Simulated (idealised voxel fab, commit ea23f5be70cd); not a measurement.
process module | voxel released beams
cross-section cut | 225 nm wide | cells 5 nm
A cross-section is a grid of square cells, given in bands from the top down. A band is one or more rows of cells.
Each band's line starts with the height of the band's top and of its bottom, in nm. Then come its materials from left to right, each with its width in nm. One material with "throughout" fills the band from edge to edge. "air" is empty space.
Height 0 is the level under which the wafer as received is all one material. The lowest band goes on downwards, as in "0 down".
A width such as "30 to 40" changes by the same amount from each row of cells to the next, from the band's top row to its bottom row.
"no change" after a step means that no cell of the cross-section changed.
closed voids: empty space of 8 cells or more with no open way to the top, each as width x height at its distance from the left edge, in nm
after a step's settings: what the simulator itself notes on the step
overlay nm, on a step with a mask: how far to the right of its planned place the mask lay; to the left if negative
plan
1 op RECEIVE | material Si
2 op CONFORMAL_DEP | material Al2O3 | thk nm 10
3 op DIRECTIONAL_DEP | material SiO2 | thk nm 20
4 op DIRECTIONAL_DEP | material aC | thk nm 15
5 op PATTERN | tone open | mask id ANCHOR | material resist | width nm 45 | thk nm 35 | overlay nm 0
6 op DIRECTIONAL_ETCH | etch materials aC | depth nm 15
7 op STRIP | etch materials resist
8 op DIRECTIONAL_ETCH | etch materials SiO2 | depth nm 20
9 op STRIP | etch materials aC
10 op CONFORMAL_DEP | material polySi | thk nm 15
11 op PATTERN | tone cover | mask id BEAM | material resist | width nm 120 | thk nm 20 | overlay nm 0
12 op DIRECTIONAL_ETCH | etch materials polySi | depth nm 15
13 op STRIP | etch materials resist
14 op STRIP | etch materials SiO2
first wafer, as planned
as received, after step 1
  0 down: Si throughout
  closed voids: none
after step 2
  10 to 0: Al2O3 throughout
  below 0: unchanged
after step 3
  30 to 10: SiO2 throughout
  below 10: unchanged
after step 4
  45 to 30: aC throughout
  below 30: unchanged
after step 5
  80 to 45: resist 55 | air 45 | resist 125
  below 45: unchanged
after step 6
  65 to 45: resist 55 | air 45 | resist 125
  45 to 30: aC 55 | air 45 | aC 125
  below 30: unchanged
after step 7
  45 to 30: aC 55 | air 45 | aC 125
  below 30: unchanged
after step 8
  45 to 30: aC 55 | air 45 | aC 125
  30 to 10: SiO2 55 | air 45 | SiO2 125
  below 10: unchanged
after step 9
  30 to 10: SiO2 55 | air 45 | SiO2 125
  below 10: unchanged
after step 10
  45 to 30: polySi 70 | air 15 | polySi 140
  30 to 25: SiO2 55 | polySi 15 | air 15 | polySi 15 | SiO2 125
  25 to 10: SiO2 55 | polySi 45 | SiO2 125
  below 10: unchanged
after step 11
  65 to 45: air 50 | resist 120 | air 55
  45 to 30: polySi 70 | resist 15 | polySi 140
  30 to 25: SiO2 55 | polySi 15 | resist 15 | polySi 15 | SiO2 125
  below 25: unchanged
after step 12
  65 to 45: air 50 | resist 120 | air 55
  45 to 30: air 50 | polySi 20 | resist 15 | polySi 85 | air 55
  below 30: unchanged
after step 13
  45 to 30: air 50 | polySi 20 | air 15 | polySi 85 | air 55
  30 to 25: SiO2 55 | polySi 15 | air 15 | polySi 15 | SiO2 125
  below 25: unchanged
after step 14
  45 to 30: air 50 | polySi 20 | air 15 | polySi 85 | air 55
  30 to 25: air 55 | polySi 15 | air 15 | polySi 15 | air 125
  25 to 10: air 55 | polySi 45 | air 125
  below 10: unchanged
second wafer: like start, like plan, one mistake. Through step 4 it matches the first wafer
when step 5 should have ended
  80 to 45: resist 60 | air 35 | resist 130
  below 45: unchanged
when step 6 should have ended
  65 to 45: resist 60 | air 35 | resist 130
  45 to 30: aC 60 | air 35 | aC 130
  below 30: unchanged
when step 7 should have ended
  45 to 30: aC 60 | air 35 | aC 130
  below 30: unchanged
when step 8 should have ended
  45 to 30: aC 60 | air 35 | aC 130
  30 to 10: SiO2 60 | air 35 | SiO2 130
  below 10: unchanged
when step 9 should have ended
  30 to 10: SiO2 60 | air 35 | SiO2 130
  below 10: unchanged
when step 10 should have ended
  45 to 30: polySi 75 | air 5 | polySi 145
  30 to 25: SiO2 60 | polySi 15 | air 5 | polySi 15 | SiO2 130
  25 to 10: SiO2 60 | polySi 35 | SiO2 130
  below 10: unchanged
when step 11 should have ended
  65 to 45: air 50 | resist 120 | air 55
  45 to 30: polySi 75 | resist 5 | polySi 145
  30 to 25: SiO2 60 | polySi 15 | resist 5 | polySi 15 | SiO2 130
  below 25: unchanged
when step 12 should have ended
  65 to 45: air 50 | resist 120 | air 55
  45 to 30: air 50 | polySi 25 | resist 5 | polySi 90 | air 55
  below 30: unchanged
when step 13 should have ended
  45 to 30: air 50 | polySi 25 | air 5 | polySi 90 | air 55
  30 to 25: SiO2 60 | polySi 15 | air 5 | polySi 15 | SiO2 130
  below 25: unchanged
when step 14 should have ended
  45 to 30: air 50 | polySi 25 | air 5 | polySi 90 | air 55
  30 to 25: air 60 | polySi 15 | air 5 | polySi 15 | air 130
  25 to 10: air 60 | polySi 35 | air 130
  below 10: unchanged
what went wrong: step 5 ran as: op PATTERN | tone open | mask id ANCHOR | material resist | width nm 35 | thk nm 35 | overlay nm 0
at the end the second wafer has, in cells: as many of each material as the first, in other places
